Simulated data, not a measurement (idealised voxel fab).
Process module, titled voxel released beams
Cross-section cut: width 150 nm, square cells of 5 nm.
In what follows, cross-sections appear as grids of square cells, described through bands that run from the top down, where every band is one or more rows of cells. Top height, bottom height, nm. Materials left to right, width each, nm. Single material + "everywhere" = fills band edge to edge. "empty" = empty. Heights are expressed relative to 0, this being the level below which the as-received wafer comprises one material exclusively. The lowest band is unbounded in the downward direction and is denoted as in "0 and below". So if you see something like "30 to 40" for the width, read it as the top row of the band sitting at the first number and the bottom row at the second, with every row in between moving by the same amount as the last. "all unchanged", as given for a step, is the statement that not any cell of the cross-section underwent a change during that step. "Enclosed empty spaces" specifies each empty space that is not open to the top and that occupies no fewer than 8 cells, using the form width x height at distance, the distance measured from the left edge and all three quantities in nm. Anything after a step's settings on that line? It's the simulator's own note about the step. The "overlay nm" setting may appear on a step's line; for a step that uses a mask, it gives how far to the right of its planned position the mask lay, and a negative value indicates the left.
# Listed below are the process steps as planned
step 1: RECEIVE, material Si
step 2: CONFORMAL_DEP, material Al2O3, thk nm 5
step 3: DIRECTIONAL_DEP, material SiO2, thk nm 20
step 4: DIRECTIONAL_DEP, material aC, thk nm 10
step 5: PATTERN, tone open, mask id ANCHOR, material resist, width nm 40, thk nm 30, overlay nm 0
step 6: DIRECTIONAL_ETCH, etch materials aC, depth nm 10
step 7: STRIP, etch materials resist
step 8: DIRECTIONAL_ETCH, etch materials SiO2, depth nm 10
step 9: STRIP, etch materials aC
step 10: CONFORMAL_DEP, material polySi, thk nm 15
step 11: PATTERN, tone cover, mask id BEAM, material resist, width nm 115, thk nm 15, overlay nm 0
step 12: DIRECTIONAL_ETCH, etch materials polySi, depth nm 15
step 13: STRIP, etch materials resist
step 14: STRIP, etch materials SiO2
Every wafer here starts from the same state; it is the step 8 depth nm that distinguishes them, and the value the plan gives belongs to the first wafer.
# The first of several wafers as received, shown in cross-section; this is its state after step 1
  0 and below: Si everywhere
  Enclosed empty spaces: none
# each wafer at the end: cells of each material gained (+) or lost (-) since it was received, then its closed voids
depth nm 10, +30 Al2O3, Enclosed empty spaces: none
depth nm 15, +30 Al2O3, Enclosed empty spaces: none
depth nm 20, +30 Al2O3, +93 polySi, Enclosed empty spaces: none
depth nm 25, +30 Al2O3, +93 polySi, Enclosed empty spaces: none
depth nm 30, +30 Al2O3, +93 polySi, Enclosed empty spaces: none
depth nm 35, +30 Al2O3, +93 polySi, Enclosed empty spaces: none
